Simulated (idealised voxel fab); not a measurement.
The name of this process module is voxel released beams.
Displayed cross-section: cut, width of 230 nm, square cells sized 5 nm.
Notation: cross-section as square-cell grid; stated in bands, top first, going down; one or more cell rows per band. Read a band's entry like this: the first values are the height of its top and the height of its bottom in nm, and what follows is the sequence of materials from left to right, each with its width in nm. Note that "air" is empty space, and that a single material marked "full width" reaches across the band from edge to edge. Basically, 0 is our baseline, since under it the wafer straight out of the box is all one material. The bottom band has no lower end and keeps on going down, so it looks like "0 nm and below". Note: "30..40" means the width goes from the first number (top row of the band) to the second number (bottom row) in equal steps per row of cells. Where a step carries "left unchanged", the cross-section came out of it unchanged, cell for cell. Any empty space of 8 cells or more lacking an open way to the top shows up in "Enclosed voids" as width x height at distance, distance from the left edge, in nm. Heads up: the bit after the settings on a step's line is the simulator's remark on that step. What "overlay nm" on a step's line means: if the step has a mask, that mask lay this far to the right of its planned place, or, when the value is negative, to the left.
## Intended process steps
1,op RECEIVE | material Si
2,op CONFORMAL_DEP | material SiN | thk nm 5
3,op DIRECTIONAL_DEP | material SiO2 | thk nm 10
4,op PATTERN | tone open | mask id ANCHOR | material resist | width nm 25 | thk nm 20 | overlay nm 0
5,op DIRECTIONAL_ETCH | etch materials SiO2 | depth nm 10
6,op STRIP | etch materials resist
7,op CONFORMAL_DEP | material polySi | thk nm 10
8,op DIRECTIONAL_DEP | material aC | thk nm 10
9,op PATTERN | tone cover | mask id BEAM | material resist | width nm 95 | thk nm 30 | overlay nm 0
10,op DIRECTIONAL_ETCH | etch materials aC | depth nm 10
11,op STRIP | etch materials resist
12,op DIRECTIONAL_ETCH | etch materials polySi | depth nm 10
13,op STRIP | etch materials aC
14,op STRIP | etch materials SiO2
## Wafer as received: cross-section following step 1
* 0 nm and below: Si full width
* Enclosed voids: none
## a wafer at the end: this start, this plan, one mistake
* 25 nm to 15 nm: 65 nm air, then 40 nm polySi, then 125 nm air
* 15 nm to 5 nm: 60 nm air, then 10 nm polySi, then 25 nm SiO2, then 65 nm polySi, then 70 nm air
* 5 nm to 0 nm: SiN full width
* 0 nm and below: Si full width
* Enclosed voids: none
Nonconformance to the process plan: step 4 was run on a setting that differed from the plan, and what really ran there is op PATTERN | tone cover | mask id ANCHOR | material resist | width nm 25 | thk nm 20 | overlay nm 0
